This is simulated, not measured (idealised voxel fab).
The following is a process module called voxel self aligned vias.
Cross-section cut: width 155 nm, square cells of 5 nm.
This document writes a cross-section as a grid whose cells are square, and gives it as bands, listed from the top down; one or more rows of cells form a band. The band entry comprises the height of the band's top followed by the height of its bottom, expressed in nm, and subsequently the band's materials from left to right, each stated together with its width in nm. Where a single material is marked with the word "edge to edge", that material fills the band from edge to edge. The word "empty" represents empty space. Heads up on the height convention: 0 is the point under which the incoming wafer is all one material, and the lowest band has no bottom, it just keeps going down, like "z 0 and below". The expression "30->40" gives the width at the extremes of the band, the first number at its top row of cells and the second at its bottom row, with the width changing by equal amounts from each row to the next in between. "no change occurred" -> step changed no cross-section cell. Under "Fully enclosed voids" you'll find the enclosed gaps, the ones with no way out to the top, that are 8 cells or bigger; each reads width x height at distance, with distance counted from the left edge, everything in nm. Whatever follows a step's settings on its line is a remark the simulator itself makes about that step. A step line may carry the setting "overlay nm", which, for steps involving a mask, states the distance by which the mask lay to the right of its intended position; negative values denote displacement to the left.

**The process steps that were planned are listed below**
| 1 | RECEIVE, material Si |
| 2 | CONFORMAL_DEP, material SiO2, thk nm 15 |
| 3 | CONFORMAL_DEP, material SiCN, thk nm 5 |
| 4 | DIRECTIONAL_DEP, material SiO2, thk nm 25 |
| 5 | PATTERN, tone open, mask id LINES, material resist, width nm 30, pitch nm 55, thk nm 15, overlay nm 0 |
| 6 | DIRECTIONAL_ETCH, etch materials SiO2, depth nm 25 |
| 7 | STRIP, etch materials resist |
| 8 | CONFORMAL_DEP, material TiN, thk nm 5 |
| 9 | FILL_DEP, material W, thk nm 10 |
| 10 | CMP, height nm 45 |
| 11 | SELECTIVE_ETCH, etch materials W Ru TiN, depth nm 5 |
| 12 | FILL_DEP, material SiN, thk nm 10 |
| 13 | CMP, height nm 45 |
| 14 | DIRECTIONAL_DEP, material SiO2, thk nm 15 |
| 15 | MASKED_ETCH, tone open, mask id VIAS, width nm 40, pitch nm 55, etch materials SiO2, depth nm 15, overlay nm 0 |
| 16 | MASKED_ETCH, tone open, mask id VIAS, width nm 40, pitch nm 55, etch materials SiN, depth nm 5, overlay nm 0 |
| 17 | CONFORMAL_DEP, material TiN, thk nm 5 |
| 18 | FILL_DEP, material Ru, thk nm 10 |
| 19 | CMP, height nm 60 |
| 20 | CONFORMAL_DEP, material SiCN, thk nm 5 |

**Concerning the first of two wafers, which was run in accordance with the plan**

**Shown in cross-section is the wafer as received, that is, as it stands after step 1**
	z 0 and below  Si edge to edge
	Fully enclosed voids: none

**Cross-section through the wafer, step 2 finished**
	z 15 to 0  SiO2 edge to edge
	Everything below 0 is unchanged.

**Cross-section through the wafer, step 3 finished**
	z 20 to 15  SiCN edge to edge
	Everything below 15 is unchanged.

**Cross-section through the wafer, step 4 finished**
	z 45 to 20  SiO2 edge to edge
	Everything below 20 is unchanged.

**Cross-section through the wafer, step 5 finished**
	z 60 to 45  35 of resist / 30 of empty / 25 of resist / 30 of empty / 35 of resist
	Everything below 45 is unchanged.

**Cross-section through the wafer, step 6 finished**
	z 60 to 45  35 of resist / 30 of empty / 25 of resist / 30 of empty / 35 of resist
	z 45 to 20  35 of SiO2 / 30 of empty / 25 of SiO2 / 30 of empty / 35 of SiO2
	Everything below 20 is unchanged.

**Cross-section through the wafer, step 7 finished**
	z 45 to 20  35 of SiO2 / 30 of empty / 25 of SiO2 / 30 of empty / 35 of SiO2
	Everything below 20 is unchanged.

**Cross-section through the wafer, step 8 finished**
	z 50 to 45  40 of TiN / 20 of empty / 35 of TiN / 20 of empty / 40 of TiN
	z 45 to 25  35 of SiO2 / 5 of TiN / 20 of empty / 5 of TiN / 25 of SiO2 / 5 of TiN / 20 of empty / 5 of TiN / 35 of SiO2
	z 25 to 20  35 of SiO2 / 30 of TiN / 25 of SiO2 / 30 of TiN / 35 of SiO2
	Everything below 20 is unchanged.

**Cross-section through the wafer, step 9 finished**
	z 60 to 50  W edge to edge
	z 50 to 45  40 of TiN / 20 of W / 35 of TiN / 20 of W / 40 of TiN
	z 45 to 25  35 of SiO2 / 5 of TiN / 20 of W / 5 of TiN / 25 of SiO2 / 5 of TiN / 20 of W / 5 of TiN / 35 of SiO2
	Everything below 25 is unchanged.

**Cross-section through the wafer, step 10 finished**
	z 45 to 25  35 of SiO2 / 5 of TiN / 20 of W / 5 of TiN / 25 of SiO2 / 5 of TiN / 20 of W / 5 of TiN / 35 of SiO2
	Everything below 25 is unchanged.

**Cross-section through the wafer, step 11 finished**
	z 45 to 40  35 of SiO2 / 30 of empty / 25 of SiO2 / 30 of empty / 35 of SiO2
	Everything below 40 is unchanged.

**Cross-section through the wafer, step 12 finished**
	z 55 to 45  SiN edge to edge
	z 45 to 40  35 of SiO2 / 30 of SiN / 25 of SiO2 / 30 of SiN / 35 of SiO2
	Everything below 40 is unchanged.

**Cross-section through the wafer, step 13 finished**
	z 45 to 40  35 of SiO2 / 30 of SiN / 25 of SiO2 / 30 of SiN / 35 of SiO2
	Everything below 40 is unchanged.

**Cross-section through the wafer, step 14 finished**
	z 60 to 45  SiO2 edge to edge
	Everything below 45 is unchanged.

**Cross-section through the wafer, step 15 finished**
	z 60 to 45  30 of SiO2 / 40 of empty / 15 of SiO2 / 40 of empty / 30 of SiO2
	Everything below 45 is unchanged.

**Cross-section through the wafer, step 16 finished**
	z 60 to 45  30 of SiO2 / 40 of empty / 15 of SiO2 / 40 of empty / 30 of SiO2
	z 45 to 40  35 of SiO2 / 30 of empty / 25 of SiO2 / 30 of empty / 35 of SiO2
	Everything below 40 is unchanged.

**Cross-section through the wafer, step 17 finished**
	z 65 to 60  35 of TiN / 30 of empty / 25 of TiN / 30 of empty / 35 of TiN
	z 60 to 50  30 of SiO2 / 5 of TiN / 30 of empty / 5 of TiN / 15 of SiO2 / 5 of TiN / 30 of empty / 5 of TiN / 30 of SiO2
	z 50 to 45  30 of SiO2 / 10 of TiN / 20 of empty / 10 of TiN / 15 of SiO2 / 10 of TiN / 20 of empty / 10 of TiN / 30 of SiO2
	z 45 to 40  35 of SiO2 / 30 of TiN / 25 of SiO2 / 30 of TiN / 35 of SiO2
	Everything below 40 is unchanged.

**Cross-section through the wafer, step 18 finished**
	z 75 to 65  Ru edge to edge
	z 65 to 60  35 of TiN / 30 of Ru / 25 of TiN / 30 of Ru / 35 of TiN
	z 60 to 50  30 of SiO2 / 5 of TiN / 30 of Ru / 5 of TiN / 15 of SiO2 / 5 of TiN / 30 of Ru / 5 of TiN / 30 of SiO2
	z 50 to 45  30 of SiO2 / 10 of TiN / 20 of Ru / 10 of TiN / 15 of SiO2 / 10 of TiN / 20 of Ru / 10 of TiN / 30 of SiO2
	Everything below 45 is unchanged.

**Cross-section through the wafer, step 19 finished**
	z 60 to 50  30 of SiO2 / 5 of TiN / 30 of Ru / 5 of TiN / 15 of SiO2 / 5 of TiN / 30 of Ru / 5 of TiN / 30 of SiO2
	Everything below 50 is unchanged.

**Cross-section through the wafer, step 20 finished**
	z 65 to 60  SiCN edge to edge
	Everything below 60 is unchanged.

**What follows concerns the second wafer, which started out like the first and was meant to follow the very same plan; one mistake crept in when it was run, but everything up to and including step 18 is the same as for the first wafer**

Second wafer, section view, time point: scheduled end of step 19: no change occurred

**Second wafer, section view, time point: scheduled end of step 20**
	z 80 to 75  SiCN edge to edge
	Everything below 75 is unchanged.
Deviation from plan: step 19 was left out
Counted in cells at the end, the second wafer holds more or fewer of these materials than the first: +74 Ru, +19 TiN
